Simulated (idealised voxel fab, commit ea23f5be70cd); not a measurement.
The document below concerns the process module designated voxel gate over fins.
It is cross-section cut that appears here, measuring 235 nm in width, its square cells being 5 nm in size.
How to read a cross-section here: the picture is a grid of square cells, written as bands going from the top down, and any band can span one or more rows of cells.
Basically the band line says how high the top is and how high the bottom is, in nm, and then what's in it from left to right, every material with its width in nm. Empty space shows up as "blank", and if a single material carries "full width" it runs the full band edge to edge.
Heights are reckoned from 0. Under this level, the received wafer is all of one material. The bottommost band is open-ended downward, for example "0..down".
Width spec "30->40" -> top row of cells at first value, bottom row at second value, equal per-row change in between.
"no modifications" -> step changed no cross-section cell.
"Unvented voids" specifies each empty space that is not open to the top and that occupies no fewer than 8 cells, using the form width x height at distance, the distance measured from the left edge and all three quantities in nm.
Heads up: the bit after the settings on a step's line is the simulator's remark on that step.
overlay nm: right-of-plan distance of the mask on a masked step; negative values mean left-of-plan.
Process steps - plan:
- 1: RECEIVE [material Si]
- 2: CONFORMAL_DEP [material SiN] [thk nm 5]
- 3: MASKED_ETCH [tone cover] [mask id FINS] [width nm 15] [pitch nm 50] [etch materials SiN] [depth nm 5] [overlay nm 0]
- 4: MASKED_ETCH [tone cover] [mask id FINS] [width nm 15] [pitch nm 50] [etch materials Si] [depth nm 35] [overlay nm 0]
- 5: FILL_DEP [material SiO2] [thk nm 10]
- 6: CMP [height nm 5]
- 7: DIRECTIONAL_DEP [material aC] [thk nm 10]
- 8: PATTERN [tone open] [mask id RAIL] [material resist] [width nm 15] [thk nm 30] [overlay nm 0]
- 9: DIRECTIONAL_ETCH [etch materials aC] [depth nm 10]
- 10: STRIP [etch materials resist]
- 11: DIRECTIONAL_ETCH [etch materials SiO2] [depth nm 35]
- 12: STRIP [etch materials aC]
- 13: CONFORMAL_DEP [material TiN] [thk nm 5]
- 14: FILL_DEP [material W] [thk nm 10]
- 15: CMP [height nm 5]
- 16: SELECTIVE_ETCH [etch materials W Ru TiN] [depth nm 20]
- 17: FILL_DEP [material SiO2] [thk nm 5]
- 18: CMP [height nm 5]
- 19: SELECTIVE_ETCH [etch materials SiO2] [depth nm 15]
- 20: STRIP [etch materials SiN]
- 21: CONFORMAL_DEP [material HfO2] [thk nm 5]
- 22: CONFORMAL_DEP [material TiN] [thk nm 5]
- 23: CONFORMAL_DEP [material TiAl] [thk nm 5]
- 24: CONFORMAL_DEP [material TiN] [thk nm 5]
- 25: FILL_DEP [material W] [thk nm 15]
- 26: CMP [height nm 30]
- 27: CONFORMAL_DEP [material SiCN] [thk nm 10]
The first of a set of two wafers, run to plan:
Incoming wafer in cross-section (state: after step 1):
    0..down  Si full width
    Unvented voids: none
After step 2:
    5..0  SiN full width
    Below a height of 0, the structure has not been altered.
After step 3:
    5..0  35 of blank  15 of SiN  35 of blank  15 of SiN  35 of blank  15 of SiN  35 of blank  15 of SiN  35 of blank
    Below a height of 0, the structure has not been altered.
After step 4:
    5..0  35 of blank  15 of SiN  35 of blank  15 of SiN  35 of blank  15 of SiN  35 of blank  15 of SiN  35 of blank
    0..-35  35 of blank  15 of Si  35 of blank  15 of Si  35 of blank  15 of Si  35 of blank  15 of Si  35 of blank
    Below a height of -35, the structure has not been altered.
After step 5:
    15..5  SiO2 full width
    5..0  35 of SiO2  15 of SiN  35 of SiO2  15 of SiN  35 of SiO2  15 of SiN  35 of SiO2  15 of SiN  35 of SiO2
    0..-35  35 of SiO2  15 of Si  35 of SiO2  15 of Si  35 of SiO2  15 of Si  35 of SiO2  15 of Si  35 of SiO2
    Below a height of -35, the structure has not been altered.
After step 6:
    5..0  35 of SiO2  15 of SiN  35 of SiO2  15 of SiN  35 of SiO2  15 of SiN  35 of SiO2  15 of SiN  35 of SiO2
    Below a height of 0, the structure has not been altered.
After step 7:
    15..5  aC full width
    Below a height of 5, the structure has not been altered.
After step 8:
    45..15  60 of resist  15 of blank  160 of resist
    Below a height of 15, the structure has not been altered.
After step 9:
    35..15  60 of resist  15 of blank  160 of resist
    15..5  60 of aC  15 of blank  160 of aC
    Below a height of 5, the structure has not been altered.
After step 10:
    15..5  60 of aC  15 of blank  160 of aC
    Below a height of 5, the structure has not been altered.
After step 11:
    15..5  60 of aC  15 of blank  160 of aC
    5..0  35 of SiO2  15 of SiN  10 of SiO2  15 of blank  10 of SiO2  15 of SiN  35 of SiO2  15 of SiN  35 of SiO2  15 of SiN  35 of SiO2
    0..-30  35 of SiO2  15 of Si  10 of SiO2  15 of blank  10 of SiO2  15 of Si  35 of SiO2  15 of Si  35 of SiO2  15 of Si  35 of SiO2
    Below a height of -30, the structure has not been altered.
After step 12:
    5..0  35 of SiO2  15 of SiN  10 of SiO2  15 of blank  10 of SiO2  15 of SiN  35 of SiO2  15 of SiN  35 of SiO2  15 of SiN  35 of SiO2
    Below a height of 0, the structure has not been altered.
After step 13:
    10..5  65 of TiN  5 of blank  165 of TiN
    5..0  35 of SiO2  15 of SiN  10 of SiO2  5 of TiN  5 of blank  5 of TiN  10 of SiO2  15 of SiN  35 of SiO2  15 of SiN  35 of SiO2  15 of SiN  35 of SiO2
    0..-25  35 of SiO2  15 of Si  10 of SiO2  5 of TiN  5 of blank  5 of TiN  10 of SiO2  15 of Si  35 of SiO2  15 of Si  35 of SiO2  15 of Si  35 of SiO2
    -25..-30  35 of SiO2  15 of Si  10 of SiO2  15 of TiN  10 of SiO2  15 of Si  35 of SiO2  15 of Si  35 of SiO2  15 of Si  35 of SiO2
    Below a height of -30, the structure has not been altered.
After step 14:
    20..10  W full width
    10..5  65 of TiN  5 of W  165 of TiN
    5..0  35 of SiO2  15 of SiN  10 of SiO2  5 of TiN  5 of W  5 of TiN  10 of SiO2  15 of SiN  35 of SiO2  15 of SiN  35 of SiO2  15 of SiN  35 of SiO2
    0..-25  35 of SiO2  15 of Si  10 of SiO2  5 of TiN  5 of W  5 of TiN  10 of SiO2  15 of Si  35 of SiO2  15 of Si  35 of SiO2  15 of Si  35 of SiO2
    Below a height of -25, the structure has not been altered.
After step 15:
    5..0  35 of SiO2  15 of SiN  10 of SiO2  5 of TiN  5 of W  5 of TiN  10 of SiO2  15 of SiN  35 of SiO2  15 of SiN  35 of SiO2  15 of SiN  35 of SiO2
    Below a height of 0, the structure has not been altered.
After step 16:
    5..0  35 of SiO2  15 of SiN  10 of SiO2  15 of blank  10 of SiO2  15 of SiN  35 of SiO2  15 of SiN  35 of SiO2  15 of SiN  35 of SiO2
    0..-15  35 of SiO2  15 of Si  10 of SiO2  15 of blank  10 of SiO2  15 of Si  35 of SiO2  15 of Si  35 of SiO2  15 of Si  35 of SiO2
    Below a height of -15, the structure has not been altered.
After step 17:
    10..5  SiO2 full width
    5..0  35 of SiO2  15 of SiN  35 of SiO2  15 of SiN  35 of SiO2  15 of SiN  35 of SiO2  15 of SiN  35 of SiO2
    0..-15  35 of SiO2  15 of Si  35 of SiO2  15 of Si  35 of SiO2  15 of Si  35 of SiO2  15 of Si  35 of SiO2
    Below a height of -15, the structure has not been altered.
After step 18:
    5..0  35 of SiO2  15 of SiN  35 of SiO2  15 of SiN  35 of SiO2  15 of SiN  35 of SiO2  15 of SiN  35 of SiO2
    Below a height of 0, the structure has not been altered.
After step 19:
    5..0  35 of blank  15 of SiN  35 of blank  15 of SiN  35 of blank  15 of SiN  35 of blank  15 of SiN  35 of blank
    0..-10  35 of blank  15 of Si  35 of blank  15 of Si  35 of blank  15 of Si  35 of blank  15 of Si  35 of blank
    Below a height of -10, the structure has not been altered.
After step 20:
    0..-10  35 of blank  15 of Si  35 of blank  15 of Si  35 of blank  15 of Si  35 of blank  15 of Si  35 of blank
    Below a height of -10, the structure has not been altered.
After step 21:
    5..0  30 of blank  25 of HfO2  25 of blank  25 of HfO2  25 of blank  25 of HfO2  25 of blank  25 of HfO2  30 of blank
    0..-5  30 of blank  5 of HfO2  15 of Si  5 of HfO2  25 of blank  5 of HfO2  15 of Si  5 of HfO2  25 of blank  5 of HfO2  15 of Si  5 of HfO2  25 of blank  5 of HfO2  15 of Si  5 of HfO2  30 of blank
    -5..-10  35 of HfO2  15 of Si  35 of HfO2  15 of Si  35 of HfO2  15 of Si  35 of HfO2  15 of Si  35 of HfO2
    Below a height of -10, the structure has not been altered.
After step 22:
    10..5  25 of blank  35 of TiN  15 of blank  35 of TiN  15 of blank  35 of TiN  15 of blank  35 of TiN  25 of blank
    5..0  25 of blank  5 of TiN  25 of HfO2  5 of TiN  15 of blank  5 of TiN  25 of HfO2  5 of TiN  15 of blank  5 of TiN  25 of HfO2  5 of TiN  15 of blank  5 of TiN  25 of HfO2  5 of TiN  25 of blank
    0..-5  30 of TiN  5 of HfO2  15 of Si  5 of HfO2  25 of TiN  5 of HfO2  15 of Si  5 of HfO2  25 of TiN  5 of HfO2  15 of Si  5 of HfO2  25 of TiN  5 of HfO2  15 of Si  5 of HfO2  30 of TiN
    Below a height of -5, the structure has not been altered.
After step 23:
    15..10  20 of blank  45 of TiAl  5 of blank  45 of TiAl  5 of blank  45 of TiAl  5 of blank  45 of TiAl  20 of blank
    10..5  20 of blank  5 of TiAl  35 of TiN  5 of TiAl  5 of blank  5 of TiAl  35 of TiN  5 of TiAl  5 of blank  5 of TiAl  35 of TiN  5 of TiAl  5 of blank  5 of TiAl  35 of TiN  5 of TiAl  20 of blank
    5..0  25 of TiAl  5 of TiN  25 of HfO2  5 of TiN  15 of TiAl  5 of TiN  25 of HfO2  5 of TiN  15 of TiAl  5 of TiN  25 of HfO2  5 of TiN  15 of TiAl  5 of TiN  25 of HfO2  5 of TiN  25 of TiAl
    Below a height of 0, the structure has not been altered.
After step 24:
    20..15  15 of blank  205 of TiN  15 of blank
    15..10  15 of blank  5 of TiN  45 of TiAl  5 of TiN  45 of TiAl  5 of TiN  45 of TiAl  5 of TiN  45 of TiAl  5 of TiN  15 of blank
    10..5  20 of TiN  5 of TiAl  35 of TiN  5 of TiAl  5 of TiN  5 of TiAl  35 of TiN  5 of TiAl  5 of TiN  5 of TiAl  35 of TiN  5 of TiAl  5 of TiN  5 of TiAl  35 of TiN  5 of TiAl  20 of TiN
    Below a height of 5, the structure has not been altered.
After step 25:
    35..20  W full width
    20..15  15 of W  205 of TiN  15 of W
    15..10  15 of W  5 of TiN  45 of TiAl  5 of TiN  45 of TiAl  5 of TiN  45 of TiAl  5 of TiN  45 of TiAl  5 of TiN  15 of W
    Below a height of 10, the structure has not been altered.
After step 26:
    30..20  W full width
    Below a height of 20, the structure has not been altered.
After step 27:
    40..30  SiCN full width
    Below a height of 30, the structure has not been altered.
Regarding the second of the two wafers: it shared the first wafer's starting condition and process plan, yet one error occurred during its execution. Its history coincides with that of the first wafer up to and including step 22:
Cross-section of the second wafer at the time step 23 of the plan should have ended:
    15..5  20 of blank  45 of TiN  5 of blank  45 of TiN  5 of blank  45 of TiN  5 of blank  45 of TiN  20 of blank
    5..0  30 of TiN  25 of HfO2  25 of TiN  25 of HfO2  25 of TiN  25 of HfO2  25 of TiN  25 of HfO2  30 of TiN
    Below a height of 0, the structure has not been altered.
Cross-section of the second wafer at the time step 24 of the plan should have ended:
    20..10  15 of blank  205 of TiN  15 of blank
    10..5  TiN full width
    Below a height of 5, the structure has not been altered.
Cross-section of the second wafer at the time step 25 of the plan should have ended:
    35..20  W full width
    20..10  15 of W  205 of TiN  15 of W
    Below a height of 10, the structure has not been altered.
Cross-section of the second wafer at the time step 26 of the plan should have ended:
    30..20  W full width
    Below a height of 20, the structure has not been altered.
Cross-section of the second wafer at the time step 27 of the plan should have ended:
    40..30  SiCN full width
    Below a height of 30, the structure has not been altered.
Deviation from plan: contrary to plan, step 23 was performed as CONFORMAL_DEP [material TiN] [thk nm 5]
End check, counted in cells, second wafer has more or fewer of these materials than the first: 63 fewer of TiAl | 63 more of TiN
